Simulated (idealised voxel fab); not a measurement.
process module | voxel wiring stack
cross-section cut | 270 nm wide | cells 5 nm
A cross-section is a grid of square cells, given in bands from the top down. A band is one or more rows of cells.
Each band's line starts with the height of the band's top and of its bottom, in nm. Then come its materials from left to right, each with its width in nm. One material with "throughout" fills the band from edge to edge. "air" is empty space.
Height 0 is the level under which the wafer as received is all one material. The lowest band goes on downwards, as in "0 down".
A width such as "30 to 40" changes by the same amount from each row of cells to the next, from the band's top row to its bottom row.
"no change" after a step means that no cell of the cross-section changed.
closed voids: empty space of 8 cells or more with no open way to the top, each as width x height at its distance from the left edge, in nm
after a step's settings: what the simulator itself notes on the step
overlay nm, on a step with a mask: how far to the right of its planned place the mask lay; to the left if negative
Each pair below shows a cross-section before one step and the cross-section after it, down to the lowest band that changed. The line under each pair gives the step between them, with its settings. The pairs can come from different runs of this module on the same starting wafer, so a pair continues from the pair above only where its "before" says so.
before
  35 to 30: SiCN throughout
  30 to 15: lowk 80 | W 25 | lowk 15 | W 25 | lowk 15 | W 25 | lowk 85
  15 to 10: lowk 80 | TiN 25 | lowk 15 | TiN 25 | lowk 15 | TiN 25 | lowk 85
  10 to 0: aC throughout
  0 down: Si throughout
  closed voids: none
after
  45 to 35: SiO2 throughout
  below 35: unchanged
  closed voids: none
the step between: op DIRECTIONAL_DEP | material SiO2 | thk nm 10
before: the cross-section after the pair above
after
  60 to 45: aC throughout
  below 45: unchanged
  closed voids: none
the step between: op DIRECTIONAL_DEP | material aC | thk nm 15
before: the cross-section after the pair above
after
  90 to 60: resist 80 | air 15 | resist 25 | air 15 | resist 25 | air 15 | resist 95
  below 60: unchanged
  closed voids: none
the step between: op PATTERN | tone open | mask id PLUG_1 | material resist | width nm 15 | pitch nm 40 | thk nm 30 | overlay nm 0
before: the cross-section after the pair above
after
  75 to 60: resist 80 | air 15 | resist 25 | air 15 | resist 25 | air 15 | resist 95
  60 to 45: aC 80 | air 15 | aC 25 | air 15 | aC 25 | air 15 | aC 95
  below 45: unchanged
  closed voids: none
the step between: op DIRECTIONAL_ETCH | etch materials aC | depth nm 15
before: the cross-section after the pair above
after
  60 to 45: aC 80 | air 15 | aC 25 | air 15 | aC 25 | air 15 | aC 95
  below 45: unchanged
  closed voids: none
the step between: op STRIP | etch materials resist
before: the cross-section after the pair above
after
  60 to 45: aC 80 | air 15 | aC 25 | air 15 | aC 25 | air 15 | aC 95
  45 to 35: SiO2 80 | air 15 | SiO2 25 | air 15 | SiO2 25 | air 15 | SiO2 95
  below 35: unchanged
  closed voids: none
the step between: op DIRECTIONAL_ETCH | etch materials SiO2 | depth nm 10
before: the cross-section after the pair above
after
  60 to 45: aC 80 | air 15 | aC 25 | air 15 | aC 25 | air 15 | aC 95
  45 to 35: SiO2 80 | air 15 | SiO2 25 | air 15 | SiO2 25 | air 15 | SiO2 95
  35 to 30: SiCN 80 | air 15 | SiCN 25 | air 15 | SiCN 25 | air 15 | SiCN 95
  below 30: unchanged
  closed voids: none
the step between: op DIRECTIONAL_ETCH | etch materials SiCN | depth nm 5
before: the cross-section after the pair above
after
  45 to 35: SiO2 80 | air 15 | SiO2 25 | air 15 | SiO2 25 | air 15 | SiO2 95
  below 35: unchanged
  closed voids: none
the step between: op STRIP | etch materials aC
before: the cross-section after the pair above
after
  50 to 45: TiN 85 | air 5 | TiN 35 | air 5 | TiN 35 | air 5 | TiN 100
  45 to 35: SiO2 80 | TiN 5 | air 5 | TiN 5 | SiO2 25 | TiN 5 | air 5 | TiN 5 | SiO2 25 | TiN 5 | air 5 | TiN 5 | SiO2 95
  35 to 30: SiCN 80 | TiN 15 | SiCN 25 | TiN 15 | SiCN 25 | TiN 15 | SiCN 95
  below 30: unchanged
  closed voids: none
the step between: op CONFORMAL_DEP | material TiN | thk nm 5
before: the cross-section after the pair above
after
  55 to 50: W throughout
  50 to 45: TiN 85 | W 5 | TiN 35 | W 5 | TiN 35 | W 5 | TiN 100
  45 to 35: SiO2 80 | TiN 5 | W 5 | TiN 5 | SiO2 25 | TiN 5 | W 5 | TiN 5 | SiO2 25 | TiN 5 | W 5 | TiN 5 | SiO2 95
  below 35: unchanged
  closed voids: none
the step between: op FILL_DEP | material W | thk nm 5
before: the cross-section after the pair above
after
  45 to 35: SiO2 80 | TiN 5 | W 5 | TiN 5 | SiO2 25 | TiN 5 | W 5 | TiN 5 | SiO2 25 | TiN 5 | W 5 | TiN 5 | SiO2 95
  below 35: unchanged
  closed voids: none
the step between: op CMP | height nm 45
before: the cross-section after the pair above
after
  50 to 45: SiCN throughout
  below 45: unchanged
  closed voids: none
the step between: op CONFORMAL_DEP | material SiCN | thk nm 5
before: the cross-section after the pair above
after
  65 to 50: SiO2 throughout
  below 50: unchanged
  closed voids: none
the step between: op DIRECTIONAL_DEP | material SiO2 | thk nm 15
before: the cross-section after the pair above
after
  65 to 50: SiO2 80 | air 25 | SiO2 15 | air 25 | SiO2 15 | air 25 | SiO2 85
  below 50: unchanged
  closed voids: none
the step between: op MASKED_ETCH | tone open | mask id METAL_2 | width nm 25 | pitch nm 40 | etch materials SiO2 | depth nm 15 | overlay nm 0
before: the cross-section after the pair above
after
  65 to 50: SiO2 80 | air 25 | SiO2 15 | air 25 | SiO2 15 | air 25 | SiO2 85
  50 to 45: SiCN 80 | air 25 | SiCN 15 | air 25 | SiCN 15 | air 25 | SiCN 85
  below 45: unchanged
  closed voids: none
the step between: op MASKED_ETCH | tone open | mask id METAL_2 | width nm 25 | pitch nm 40 | etch materials SiCN | depth nm 5 | overlay nm 0
before: the cross-section after the pair above
after
  70 to 65: TiN 85 | air 15 | TiN 25 | air 15 | TiN 25 | air 15 | TiN 90
  65 to 50: SiO2 80 | TiN 5 | air 15 | TiN 5 | SiO2 15 | TiN 5 | air 15 | TiN 5 | SiO2 15 | TiN 5 | air 15 | TiN 5 | SiO2 85
  50 to 45: SiCN 80 | TiN 25 | SiCN 15 | TiN 25 | SiCN 15 | TiN 25 | SiCN 85
  below 45: unchanged
  closed voids: none
the step between: op CONFORMAL_DEP | material TiN | thk nm 5
before: the cross-section after the pair above
after
  75 to 70: Cu throughout
  70 to 65: TiN 85 | Cu 15 | TiN 25 | Cu 15 | TiN 25 | Cu 15 | TiN 90
  65 to 50: SiO2 80 | TiN 5 | Cu 15 | TiN 5 | SiO2 15 | TiN 5 | Cu 15 | TiN 5 | SiO2 15 | TiN 5 | Cu 15 | TiN 5 | SiO2 85
  below 50: unchanged
  closed voids: none
the step between: op FILL_DEP | material Cu | thk nm 5
before: the cross-section after the pair above
after
  65 to 50: SiO2 80 | TiN 5 | Cu 15 | TiN 5 | SiO2 15 | TiN 5 | Cu 15 | TiN 5 | SiO2 15 | TiN 5 | Cu 15 | TiN 5 | SiO2 85
  below 50: unchanged
  closed voids: none
the step between: op CMP | height nm 65
before: the cross-section after the pair above
after
  70 to 65: SiCN throughout
  below 65: unchanged
  closed voids: none
the step between: op CONFORMAL_DEP | material SiCN | thk nm 5
before: the cross-section after the pair above
after
  105 to 70: lowk throughout
  below 70: unchanged
  closed voids: none
the step between: op DIRECTIONAL_DEP | material lowk | thk nm 35
before: the cross-section after the pair above
after
  120 to 105: aC throughout
  below 105: unchanged
  closed voids: none
the step between: op DIRECTIONAL_DEP | material aC | thk nm 15
before: the cross-section after the pair above
after
  150 to 120: resist 80 | air 15 | resist 25 | air 15 | resist 25 | air 15 | resist 95
  below 120: unchanged
  closed voids: none
the step between: op PATTERN | tone open | mask id METAL_3_HOLES | material resist | width nm 15 | pitch nm 40 | thk nm 30 | overlay nm 0
before: the cross-section after the pair above
after
  135 to 120: resist 80 | air 15 | resist 25 | air 15 | resist 25 | air 15 | resist 95
  120 to 105: aC 80 | air 15 | aC 25 | air 15 | aC 25 | air 15 | aC 95
  below 105: unchanged
  closed voids: none
the step between: op DIRECTIONAL_ETCH | etch materials aC | depth nm 15
before: the cross-section after the pair above
after
  120 to 105: aC 80 | air 15 | aC 25 | air 15 | aC 25 | air 15 | aC 95
  below 105: unchanged
  closed voids: none
the step between: op STRIP | etch materials resist
before: the cross-section after the pair above
after
  120 to 105: aC 80 | air 15 | aC 25 | air 15 | aC 25 | air 15 | aC 95
  105 to 70: lowk 80 | air 15 | lowk 25 | air 15 | lowk 25 | air 15 | lowk 95
  below 70: unchanged
  closed voids: none
the step between: op DIRECTIONAL_ETCH | etch materials lowk | depth nm 35
before: the cross-section after the pair above
after
  105 to 70: lowk 80 | air 15 | lowk 25 | air 15 | lowk 25 | air 15 | lowk 95
  below 70: unchanged
  closed voids: none
the step between: op STRIP | etch materials aC
before: the cross-section after the pair above
after
  120 to 105: aC 80 | air 15 | aC 25 | air 15 | aC 25 | air 15 | aC 95
  105 to 85: lowk 80 | air 15 | lowk 25 | air 15 | lowk 25 | air 15 | lowk 95
  85 to 70: lowk 80 | aC 15 | lowk 25 | aC 15 | lowk 25 | aC 15 | lowk 95
  below 70: unchanged
  closed voids: none
the step between: op DIRECTIONAL_DEP | material aC | thk nm 15
before: the cross-section after the pair above
after
  155 to 120: resist 80 | air 25 | resist 15 | air 25 | resist 15 | air 25 | resist 85
  below 120: unchanged
  closed voids: none
the step between: op PATTERN | tone open | mask id METAL_3 | material resist | width nm 25 | pitch nm 40 | thk nm 35 | overlay nm 0
before: the cross-section after the pair above
after
  140 to 120: resist 80 | air 25 | resist 15 | air 25 | resist 15 | air 25 | resist 85
  120 to 105: aC 80 | air 25 | aC 15 | air 25 | aC 15 | air 25 | aC 85
  105 to 70: lowk 80 | air 15 | lowk 25 | air 15 | lowk 25 | air 15 | lowk 95
  below 70: unchanged
  closed voids: none
the step between: op DIRECTIONAL_ETCH | etch materials aC | depth nm 15
before: the cross-section after the pair above
after
  120 to 105: aC 80 | air 25 | aC 15 | air 25 | aC 15 | air 25 | aC 85
  below 105: unchanged
  closed voids: none
the step between: op STRIP | etch materials resist
before: the cross-section after the pair above
after
  120 to 105: aC 80 | air 25 | aC 15 | air 25 | aC 15 | air 25 | aC 85
  105 to 85: lowk 80 | air 25 | lowk 15 | air 25 | lowk 15 | air 25 | lowk 85
  below 85: unchanged
  closed voids: none
the step between: op DIRECTIONAL_ETCH | etch materials lowk | depth nm 20
before: the cross-section after the pair above
after
  120 to 105: aC 80 | air 25 | aC 15 | air 25 | aC 15 | air 25 | aC 85
  105 to 85: lowk 80 | air 25 | lowk 15 | air 25 | lowk 15 | air 25 | lowk 85
  85 to 70: lowk 80 | air 15 | lowk 25 | air 15 | lowk 25 | air 15 | lowk 95
  70 to 65: SiCN 80 | air 15 | SiCN 25 | air 15 | SiCN 25 | air 15 | SiCN 95
  below 65: unchanged
  closed voids: none
the step between: op DIRECTIONAL_ETCH | etch materials SiCN | depth nm 5
before: the cross-section after the pair above
after
  105 to 85: lowk 80 | air 25 | lowk 15 | air 25 | lowk 15 | air 25 | lowk 85
  below 85: unchanged
  closed voids: none
the step between: op STRIP | etch materials aC
before: the cross-section after the pair above
after
  110 to 105: TiN 85 | air 15 | TiN 25 | air 15 | TiN 25 | air 15 | TiN 90
  105 to 90: lowk 80 | TiN 5 | air 15 | TiN 5 | lowk 15 | TiN 5 | air 15 | TiN 5 | lowk 15 | TiN 5 | air 15 | TiN 5 | lowk 85
  90 to 85: lowk 80 | TiN 5 | air 5 | TiN 15 | lowk 15 | TiN 5 | air 5 | TiN 15 | lowk 15 | TiN 5 | air 5 | TiN 15 | lowk 85
  85 to 70: lowk 80 | TiN 5 | air 5 | TiN 5 | lowk 25 | TiN 5 | air 5 | TiN 5 | lowk 25 | TiN 5 | air 5 | TiN 5 | lowk 95
  70 to 65: SiCN 80 | TiN 15 | SiCN 25 | TiN 15 | SiCN 25 | TiN 15 | SiCN 95
  below 65: unchanged
  closed voids: none
the step between: op CONFORMAL_DEP | material TiN | thk nm 5
before: the cross-section after the pair above
after
  115 to 110: Ru throughout
  110 to 105: TiN 85 | Ru 15 | TiN 25 | Ru 15 | TiN 25 | Ru 15 | TiN 90
  105 to 90: lowk 80 | TiN 5 | Ru 15 | TiN 5 | lowk 15 | TiN 5 | Ru 15 | TiN 5 | lowk 15 | TiN 5 | Ru 15 | TiN 5 | lowk 85
  90 to 85: lowk 80 | TiN 5 | Ru 5 | TiN 15 | lowk 15 | TiN 5 | Ru 5 | TiN 15 | lowk 15 | TiN 5 | Ru 5 | TiN 15 | lowk 85
  85 to 70: lowk 80 | TiN 5 | Ru 5 | TiN 5 | lowk 25 | TiN 5 | Ru 5 | TiN 5 | lowk 25 | TiN 5 | Ru 5 | TiN 5 | lowk 95
  below 70: unchanged
  closed voids: none
the step between: op FILL_DEP | material Ru | thk nm 5
before: the cross-section after the pair above
after
  105 to 90: lowk 80 | TiN 5 | Ru 15 | TiN 5 | lowk 15 | TiN 5 | Ru 15 | TiN 5 | lowk 15 | TiN 5 | Ru 15 | TiN 5 | lowk 85
  below 90: unchanged
  closed voids: none
the step between: op CMP | height nm 105
before: the cross-section after the pair above
after
  110 to 105: SiCN throughout
  below 105: unchanged
  closed voids: none
the step between: op CONFORMAL_DEP | material SiCN | thk nm 5
before: the cross-section after the pair above
after
  135 to 110: SiO2 throughout
  below 110: unchanged
  closed voids: none
the step between: op DIRECTIONAL_DEP | material SiO2 | thk nm 25
before: the cross-section after the pair above
after
  150 to 135: resist 80 | air 25 | resist 15 | air 25 | resist 15 | air 25 | resist 85
  below 135: unchanged
  closed voids: none
the step between: op PATTERN | tone open | mask id METAL_4 | material resist | width nm 25 | pitch nm 40 | thk nm 15 | overlay nm 0
before: the cross-section after the pair above
after
  150 to 135: resist 80 | air 25 | resist 15 | air 25 | resist 15 | air 25 | resist 85
  135 to 120: SiO2 80 | air 25 | SiO2 15 | air 25 | SiO2 15 | air 25 | SiO2 85
  below 120: unchanged
  closed voids: none
the step between: op DIRECTIONAL_ETCH | etch materials SiO2 | depth nm 15
before: the cross-section after the pair above
after
  135 to 120: SiO2 80 | air 25 | SiO2 15 | air 25 | SiO2 15 | air 25 | SiO2 85
  below 120: unchanged
  closed voids: none
the step between: op STRIP | etch materials resist
before: the cross-section after the pair above
after
  150 to 135: aC 80 | air 25 | aC 15 | air 25 | aC 15 | air 25 | aC 85
  135 to 120: SiO2 80 | aC 25 | SiO2 15 | aC 25 | SiO2 15 | aC 25 | SiO2 85
  below 120: unchanged
  closed voids: none
the step between: op DIRECTIONAL_DEP | material aC | thk nm 15
before: the cross-section after the pair above
after
  185 to 150: resist 80 | air 15 | resist 65 | air 15 | resist 95
  150 to 135: aC 80 | air 15 | resist 10 | aC 15 | resist 25 | aC 15 | air 15 | resist 10 | aC 85
  below 135: unchanged
  closed voids: none
the step between: op PATTERN | tone open | mask id METAL_4_HOLES | material resist | width nm 15 | pitch nm 80 | thk nm 35 | overlay nm 0
before: the cross-section after the pair above
after
  170 to 150: resist 80 | air 15 | resist 65 | air 15 | resist 95
  150 to 135: aC 80 | air 15 | resist 10 | aC 15 | resist 25 | aC 15 | air 15 | resist 10 | aC 85
  135 to 120: SiO2 80 | air 15 | aC 10 | SiO2 15 | aC 25 | SiO2 15 | air 15 | aC 10 | SiO2 85
  below 120: unchanged
  closed voids: none
the step between: op DIRECTIONAL_ETCH | etch materials aC | depth nm 15
before: the cross-section after the pair above
after
  150 to 135: aC 80 | air 25 | aC 15 | air 25 | aC 15 | air 25 | aC 85
  below 135: unchanged
  closed voids: none
the step between: op STRIP | etch materials resist
before: the cross-section after the pair above
after
  150 to 135: aC 80 | air 25 | aC 15 | air 25 | aC 15 | air 25 | aC 85
  135 to 120: SiO2 80 | air 15 | aC 10 | SiO2 15 | aC 25 | SiO2 15 | air 15 | aC 10 | SiO2 85
  120 to 110: SiO2 80 | air 15 | SiO2 65 | air 15 | SiO2 95
  below 110: unchanged
  closed voids: none
the step between: op DIRECTIONAL_ETCH | etch materials SiO2 | depth nm 10
before: the cross-section after the pair above
after
  150 to 135: aC 80 | air 25 | aC 15 | air 25 | aC 15 | air 25 | aC 85
  135 to 120: SiO2 80 | air 15 | aC 10 | SiO2 15 | aC 25 | SiO2 15 | air 15 | aC 10 | SiO2 85
  120 to 110: SiO2 80 | air 15 | SiO2 65 | air 15 | SiO2 95
  110 to 105: SiCN 80 | air 15 | SiCN 65 | air 15 | SiCN 95
  below 105: unchanged
  closed voids: none
the step between: op DIRECTIONAL_ETCH | etch materials SiCN | depth nm 5
before: the cross-section after the pair above
after
  135 to 120: SiO2 80 | air 25 | SiO2 15 | air 25 | SiO2 15 | air 25 | SiO2 85
  below 120: unchanged
  closed voids: none
the step between: op STRIP | etch materials aC
before: the cross-section after the pair above
after
  140 to 135: TiN 85 | air 15 | TiN 25 | air 15 | TiN 25 | air 15 | TiN 90
  135 to 125: SiO2 80 | TiN 5 | air 15 | TiN 5 | SiO2 15 | TiN 5 | air 15 | TiN 5 | SiO2 15 | TiN 5 | air 15 | TiN 5 | SiO2 85
  125 to 120: SiO2 80 | TiN 5 | air 5 | TiN 15 | SiO2 15 | TiN 25 | SiO2 15 | TiN 5 | air 5 | TiN 15 | SiO2 85
  120 to 110: SiO2 80 | TiN 5 | air 5 | TiN 5 | SiO2 65 | TiN 5 | air 5 | TiN 5 | SiO2 95
  110 to 105: SiCN 80 | TiN 15 | SiCN 65 | TiN 15 | SiCN 95
  below 105: unchanged
  closed voids: none
the step between: op CONFORMAL_DEP | material TiN | thk nm 5
before: the cross-section after the pair above
after
  145 to 140: Ru throughout
  140 to 135: TiN 85 | Ru 15 | TiN 25 | Ru 15 | TiN 25 | Ru 15 | TiN 90
  135 to 125: SiO2 80 | TiN 5 | Ru 15 | TiN 5 | SiO2 15 | TiN 5 | Ru 15 | TiN 5 | SiO2 15 | TiN 5 | Ru 15 | TiN 5 | SiO2 85
  125 to 120: SiO2 80 | TiN 5 | Ru 5 | TiN 15 | SiO2 15 | TiN 25 | SiO2 15 | TiN 5 | Ru 5 | TiN 15 | SiO2 85
  120 to 110: SiO2 80 | TiN 5 | Ru 5 | TiN 5 | SiO2 65 | TiN 5 | Ru 5 | TiN 5 | SiO2 95
  below 110: unchanged
  closed voids: none
the step between: op FILL_DEP | material Ru | thk nm 5
before: the cross-section after the pair above
after
  135 to 125: SiO2 80 | TiN 5 | Ru 15 | TiN 5 | SiO2 15 | TiN 5 | Ru 15 | TiN 5 | SiO2 15 | TiN 5 | Ru 15 | TiN 5 | SiO2 85
  below 125: unchanged
  closed voids: none
the step between: op CMP | height nm 135
before: the cross-section after the pair above
after
  140 to 135: SiN throughout
  below 135: unchanged
  closed voids: none
the step between: op CONFORMAL_DEP | material SiN | thk nm 5
before
  65 to 50: SiO2 throughout
  50 to 45: SiCN throughout
  45 to 35: SiO2 80 | TiN 5 | W 5 | TiN 5 | SiO2 25 | TiN 5 | W 5 | TiN 5 | SiO2 25 | TiN 5 | W 5 | TiN 5 | SiO2 95
  35 to 30: SiCN 80 | TiN 15 | SiCN 25 | TiN 15 | SiCN 25 | TiN 15 | SiCN 95
  30 to 15: lowk 80 | W 25 | lowk 15 | W 25 | lowk 15 | W 25 | lowk 85
  15 to 10: lowk 80 | TiN 25 | lowk 15 | TiN 25 | lowk 15 | TiN 25 | lowk 85
  10 to 0: SiO2 throughout
  0 down: Si throughout
  closed voids: none
after
  65 to 50: air 80 | SiO2 25 | air 15 | SiO2 25 | air 15 | SiO2 25 | air 85
  below 50: unchanged
  closed voids: none
the step between: op MASKED_ETCH | tone cover | mask id METAL_2 | width nm 25 | pitch nm 40 | etch materials SiO2 | depth nm 15 | overlay nm 0
before: the cross-section after the pair above
after
  70 to 65: air 75 | TiN 35 | air 5 | TiN 35 | air 5 | TiN 35 | air 80
  65 to 55: air 75 | TiN 5 | SiO2 25 | TiN 5 | air 5 | TiN 5 | SiO2 25 | TiN 5 | air 5 | TiN 5 | SiO2 25 | TiN 5 | air 80
  55 to 50: TiN 80 | SiO2 25 | TiN 15 | SiO2 25 | TiN 15 | SiO2 25 | TiN 85
  below 50: unchanged
  closed voids: none
the step between: op CONFORMAL_DEP | material TiN | thk nm 5
before: the cross-section after the pair above
after
  75 to 70: Cu throughout
  70 to 65: Cu 75 | TiN 35 | Cu 5 | TiN 35 | Cu 5 | TiN 35 | Cu 80
  65 to 55: Cu 75 | TiN 5 | SiO2 25 | TiN 5 | Cu 5 | TiN 5 | SiO2 25 | TiN 5 | Cu 5 | TiN 5 | SiO2 25 | TiN 5 | Cu 80
  below 55: unchanged
  closed voids: none
the step between: op FILL_DEP | material Cu | thk nm 5
before: the cross-section after the pair above
after
  65 to 55: Cu 75 | TiN 5 | SiO2 25 | TiN 5 | Cu 5 | TiN 5 | SiO2 25 | TiN 5 | Cu 5 | TiN 5 | SiO2 25 | TiN 5 | Cu 80
  below 55: unchanged
  closed voids: none
the step between: op CMP | height nm 65
before: the cross-section after the pair above
after
  70 to 65: SiCN throughout
  below 65: unchanged
  closed voids: none
the step between: op CONFORMAL_DEP | material SiCN | thk nm 5
before: the cross-section after the pair above
after
  105 to 70: lowk throughout
  below 70: unchanged
  closed voids: none
the step between: op DIRECTIONAL_DEP | material lowk | thk nm 35
before: the cross-section after the pair above
after
  120 to 105: aC throughout
  below 105: unchanged
  closed voids: none
the step between: op DIRECTIONAL_DEP | material aC | thk nm 15
before: the cross-section after the pair above
after
  150 to 120: resist 80 | air 15 | resist 25 | air 15 | resist 25 | air 15 | resist 95
  below 120: unchanged
  closed voids: none
the step between: op PATTERN | tone open | mask id METAL_3_HOLES | material resist | width nm 15 | pitch nm 40 | thk nm 30 | overlay nm 0
before: the cross-section after the pair above
after
  135 to 120: resist 80 | air 15 | resist 25 | air 15 | resist 25 | air 15 | resist 95
  120 to 105: aC 80 | air 15 | aC 25 | air 15 | aC 25 | air 15 | aC 95
  below 105: unchanged
  closed voids: none
the step between: op DIRECTIONAL_ETCH | etch materials aC | depth nm 15
before: the cross-section after the pair above
after
  120 to 105: aC 80 | air 15 | aC 25 | air 15 | aC 25 | air 15 | aC 95
  below 105: unchanged
  closed voids: none
the step between: op STRIP | etch materials resist
before: the cross-section after the pair above
after
  120 to 105: aC 80 | air 15 | aC 25 | air 15 | aC 25 | air 15 | aC 95
  105 to 70: lowk 80 | air 15 | lowk 25 | air 15 | lowk 25 | air 15 | lowk 95
  below 70: unchanged
  closed voids: none
the step between: op DIRECTIONAL_ETCH | etch materials lowk | depth nm 35
before: the cross-section after the pair above
after
  105 to 70: lowk 80 | air 15 | lowk 25 | air 15 | lowk 25 | air 15 | lowk 95
  below 70: unchanged
  closed voids: none
the step between: op STRIP | etch materials aC
before: the cross-section after the pair above
after
  120 to 105: aC 80 | air 15 | aC 25 | air 15 | aC 25 | air 15 | aC 95
  105 to 85: lowk 80 | air 15 | lowk 25 | air 15 | lowk 25 | air 15 | lowk 95
  85 to 70: lowk 80 | aC 15 | lowk 25 | aC 15 | lowk 25 | aC 15 | lowk 95
  below 70: unchanged
  closed voids: none
the step between: op DIRECTIONAL_DEP | material aC | thk nm 15
before: the cross-section after the pair above
after
  155 to 120: resist 80 | air 25 | resist 15 | air 25 | resist 15 | air 25 | resist 85
  below 120: unchanged
  closed voids: none
the step between: op PATTERN | tone open | mask id METAL_3 | material resist | width nm 25 | pitch nm 40 | thk nm 35 | overlay nm 0
before: the cross-section after the pair above
after
  140 to 120: resist 80 | air 25 | resist 15 | air 25 | resist 15 | air 25 | resist 85
  120 to 105: aC 80 | air 25 | aC 15 | air 25 | aC 15 | air 25 | aC 85
  105 to 70: lowk 80 | air 15 | lowk 25 | air 15 | lowk 25 | air 15 | lowk 95
  below 70: unchanged
  closed voids: none
the step between: op DIRECTIONAL_ETCH | etch materials aC | depth nm 15
before: the cross-section after the pair above
after
  120 to 105: aC 80 | air 25 | aC 15 | air 25 | aC 15 | air 25 | aC 85
  below 105: unchanged
  closed voids: none
the step between: op STRIP | etch materials resist
before: the cross-section after the pair above
after
  120 to 105: aC 80 | air 25 | aC 15 | air 25 | aC 15 | air 25 | aC 85
  105 to 85: lowk 80 | air 25 | lowk 15 | air 25 | lowk 15 | air 25 | lowk 85
  below 85: unchanged
  closed voids: none
the step between: op DIRECTIONAL_ETCH | etch materials lowk | depth nm 20
before: the cross-section after the pair above
after
  120 to 105: aC 80 | air 25 | aC 15 | air 25 | aC 15 | air 25 | aC 85
  105 to 85: lowk 80 | air 25 | lowk 15 | air 25 | lowk 15 | air 25 | lowk 85
  85 to 70: lowk 80 | air 15 | lowk 25 | air 15 | lowk 25 | air 15 | lowk 95
  70 to 65: SiCN 80 | air 15 | SiCN 25 | air 15 | SiCN 25 | air 15 | SiCN 95
  below 65: unchanged
  closed voids: none
the step between: op DIRECTIONAL_ETCH | etch materials SiCN | depth nm 5
before: the cross-section after the pair above
after
  105 to 85: lowk 80 | air 25 | lowk 15 | air 25 | lowk 15 | air 25 | lowk 85
  below 85: unchanged
  closed voids: none
the step between: op STRIP | etch materials aC
before: the cross-section after the pair above
after
  110 to 105: TiN 85 | air 15 | TiN 25 | air 15 | TiN 25 | air 15 | TiN 90
  105 to 90: lowk 80 | TiN 5 | air 15 | TiN 5 | lowk 15 | TiN 5 | air 15 | TiN 5 | lowk 15 | TiN 5 | air 15 | TiN 5 | lowk 85
  90 to 85: lowk 80 | TiN 5 | air 5 | TiN 15 | lowk 15 | TiN 5 | air 5 | TiN 15 | lowk 15 | TiN 5 | air 5 | TiN 15 | lowk 85
  85 to 70: lowk 80 | TiN 5 | air 5 | TiN 5 | lowk 25 | TiN 5 | air 5 | TiN 5 | lowk 25 | TiN 5 | air 5 | TiN 5 | lowk 95
  70 to 65: SiCN 80 | TiN 15 | SiCN 25 | TiN 15 | SiCN 25 | TiN 15 | SiCN 95
  below 65: unchanged
  closed voids: none
the step between: op CONFORMAL_DEP | material TiN | thk nm 5
before: the cross-section after the pair above
after
  115 to 110: Ru throughout
  110 to 105: TiN 85 | Ru 15 | TiN 25 | Ru 15 | TiN 25 | Ru 15 | TiN 90
  105 to 90: lowk 80 | TiN 5 | Ru 15 | TiN 5 | lowk 15 | TiN 5 | Ru 15 | TiN 5 | lowk 15 | TiN 5 | Ru 15 | TiN 5 | lowk 85
  90 to 85: lowk 80 | TiN 5 | Ru 5 | TiN 15 | lowk 15 | TiN 5 | Ru 5 | TiN 15 | lowk 15 | TiN 5 | Ru 5 | TiN 15 | lowk 85
  85 to 70: lowk 80 | TiN 5 | Ru 5 | TiN 5 | lowk 25 | TiN 5 | Ru 5 | TiN 5 | lowk 25 | TiN 5 | Ru 5 | TiN 5 | lowk 95
  below 70: unchanged
  closed voids: none
the step between: op FILL_DEP | material Ru | thk nm 5
before: the cross-section after the pair above
after
  105 to 90: lowk 80 | TiN 5 | Ru 15 | TiN 5 | lowk 15 | TiN 5 | Ru 15 | TiN 5 | lowk 15 | TiN 5 | Ru 15 | TiN 5 | lowk 85
  below 90: unchanged
  closed voids: none
the step between: op CMP | height nm 105
before: the cross-section after the pair above
after
  110 to 105: SiCN throughout
  below 105: unchanged
  closed voids: none
the step between: op CONFORMAL_DEP | material SiCN | thk nm 5
before: the cross-section after the pair above
after
  135 to 110: SiO2 throughout
  below 110: unchanged
  closed voids: none
the step between: op DIRECTIONAL_DEP | material SiO2 | thk nm 25
before: the cross-section after the pair above
after
  150 to 135: resist 80 | air 25 | resist 15 | air 25 | resist 15 | air 25 | resist 85
  below 135: unchanged
  closed voids: none
the step between: op PATTERN | tone open | mask id METAL_4 | material resist | width nm 25 | pitch nm 40 | thk nm 15 | overlay nm 0
before: the cross-section after the pair above
after
  150 to 135: resist 80 | air 25 | resist 15 | air 25 | resist 15 | air 25 | resist 85
  135 to 120: SiO2 80 | air 25 | SiO2 15 | air 25 | SiO2 15 | air 25 | SiO2 85
  below 120: unchanged
  closed voids: none
the step between: op DIRECTIONAL_ETCH | etch materials SiO2 | depth nm 15
before: the cross-section after the pair above
after
  135 to 120: SiO2 80 | air 25 | SiO2 15 | air 25 | SiO2 15 | air 25 | SiO2 85
  below 120: unchanged
  closed voids: none
the step between: op STRIP | etch materials resist
before: the cross-section after the pair above
after
  150 to 135: aC 80 | air 25 | aC 15 | air 25 | aC 15 | air 25 | aC 85
  135 to 120: SiO2 80 | aC 25 | SiO2 15 | aC 25 | SiO2 15 | aC 25 | SiO2 85
  below 120: unchanged
  closed voids: none
the step between: op DIRECTIONAL_DEP | material aC | thk nm 15
before: the cross-section after the pair above
after
  185 to 150: resist 80 | air 15 | resist 65 | air 15 | resist 95
  150 to 135: aC 80 | air 15 | resist 10 | aC 15 | resist 25 | aC 15 | air 15 | resist 10 | aC 85
  below 135: unchanged
  closed voids: none
the step between: op PATTERN | tone open | mask id METAL_4_HOLES | material resist | width nm 15 | pitch nm 80 | thk nm 35 | overlay nm 0
before: the cross-section after the pair above
after
  170 to 150: resist 80 | air 15 | resist 65 | air 15 | resist 95
  150 to 135: aC 80 | air 15 | resist 10 | aC 15 | resist 25 | aC 15 | air 15 | resist 10 | aC 85
  135 to 120: SiO2 80 | air 15 | aC 10 | SiO2 15 | aC 25 | SiO2 15 | air 15 | aC 10 | SiO2 85
  below 120: unchanged
  closed voids: none
the step between: op DIRECTIONAL_ETCH | etch materials aC | depth nm 15
before: the cross-section after the pair above
after
  150 to 135: aC 80 | air 25 | aC 15 | air 25 | aC 15 | air 25 | aC 85
  below 135: unchanged
  closed voids: none
the step between: op STRIP | etch materials resist
before: the cross-section after the pair above
after
  150 to 135: aC 80 | air 25 | aC 15 | air 25 | aC 15 | air 25 | aC 85
  135 to 120: SiO2 80 | air 15 | aC 10 | SiO2 15 | aC 25 | SiO2 15 | air 15 | aC 10 | SiO2 85
  120 to 110: SiO2 80 | air 15 | SiO2 65 | air 15 | SiO2 95
  below 110: unchanged
  closed voids: none
the step between: op DIRECTIONAL_ETCH | etch materials SiO2 | depth nm 10
before: the cross-section after the pair above
after
  150 to 135: aC 80 | air 25 | aC 15 | air 25 | aC 15 | air 25 | aC 85
  135 to 120: SiO2 80 | air 15 | aC 10 | SiO2 15 | aC 25 | SiO2 15 | air 15 | aC 10 | SiO2 85
  120 to 110: SiO2 80 | air 15 | SiO2 65 | air 15 | SiO2 95
  110 to 105: SiCN 80 | air 15 | SiCN 65 | air 15 | SiCN 95
  below 105: unchanged
  closed voids: none
the step between: op DIRECTIONAL_ETCH | etch materials SiCN | depth nm 5
